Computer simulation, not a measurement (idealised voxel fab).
This is a process module. Its name is voxel air gaps.
The cross-section shown here is cut; it is 140 nm wide and divided into square cells measuring 5 nm on a side.
Cross-section = grid of square cells, listed top down in bands; band = one or more rows.
A band entry consists of two parts. The first gives the height of the band's top and the height of its bottom, in nm. The rest lists the band's materials from left to right, each with its width in nm. A single material labelled with the word "edge to edge" fills the band from edge to edge, and the word "blank" marks empty space.
Ref level 0: as-received wafer is one material below here. Bottom band extends down with no lower bound ("from 0 down").
Width: "30..40" (first number = top row, second number = bottom row, same change from row to row of cells).
For the purposes of this document, the phrase "nothing different" attached to a step denotes that no cell within the cross-section was modified by that step.
Reported under the label "Non-vented voids" are the empty spaces having no open way to the top and comprising 8 cells or more; the notation for each is width x height at distance, in which the distance is measured from the left edge and all three values are in nm.
Heads up: the bit after the settings on a step's line is the simulator's remark on that step.
The line of a step may include "overlay nm". On a step with a mask, this value is how far to the right of its planned place the mask lay. A negative value means the mask lay to the left.
[Set out below are the planned steps of the process]
1 RECEIVE: material Si
2 CONFORMAL_DEP: material SiO2, thk nm 15
3 CONFORMAL_DEP: material SiN, thk nm 5
4 DIRECTIONAL_DEP: material SiO2, thk nm 40
5 DIRECTIONAL_DEP: material aC, thk nm 10
6 PATTERN: tone open, mask id LINES, material resist, width nm 15, pitch nm 40, thk nm 25, overlay nm 0
7 DIRECTIONAL_ETCH: etch materials aC, depth nm 10
8 STRIP: etch materials resist
9 DIRECTIONAL_ETCH: etch materials SiO2, depth nm 40
10 STRIP: etch materials aC
11 CONFORMAL_DEP: material TiN, thk nm 5
12 FILL_DEP: material Ru, thk nm 5
13 CMP: height nm 60
14 EPI: material Ru, thk nm 10
15 SELECTIVE_ETCH: etch materials SiO2, depth nm 50
16 CONFORMAL_DEP: material SiCN, thk nm 5
[Cross-section of the wafer as it came to us, i.e., already through step 1]
	from 0 down = Si edge to edge
	Non-vented voids: none
[Starting structure and process plan are as shown above, but one mistake was made in running the module; the wafer cross-section at the end of the module follows]
	from 75 to 70 = blank 5 / SiCN 125 / blank 10
	from 70 to 60 = blank 5 / SiCN 5 / Ru 35 / SiCN 5 / Ru 35 / SiCN 5 / Ru 35 / SiCN 5 / blank 10
	from 60 to 55 = blank 5 / SiCN 15 / TiN 5 / Ru 5 / TiN 5 / SiCN 25 / TiN 5 / Ru 5 / TiN 5 / SiCN 25 / TiN 5 / Ru 5 / TiN 5 / SiCN 15 / blank 10
	from 55 to 40 = blank 15 / SiCN 5 / TiN 5 / Ru 5 / TiN 5 / SiCN 5 / blank 15 / SiCN 5 / TiN 5 / Ru 5 / TiN 5 / SiCN 5 / blank 15 / SiCN 5 / TiN 5 / Ru 5 / TiN 5 / SiCN 5 / blank 20
	from 40 to 35 = SiCN 20 / TiN 15 / SiCN 25 / TiN 15 / SiCN 25 / TiN 15 / SiCN 25
	from 35 to 30 = SiN edge to edge
	from 30 to 0 = SiO2 edge to edge
	from 0 down = Si edge to edge
	Non-vented voids: 15 x 15 at 40; 15 x 15 at 80
Finding, execution versus plan: regarding the plan, step 2 was run twice
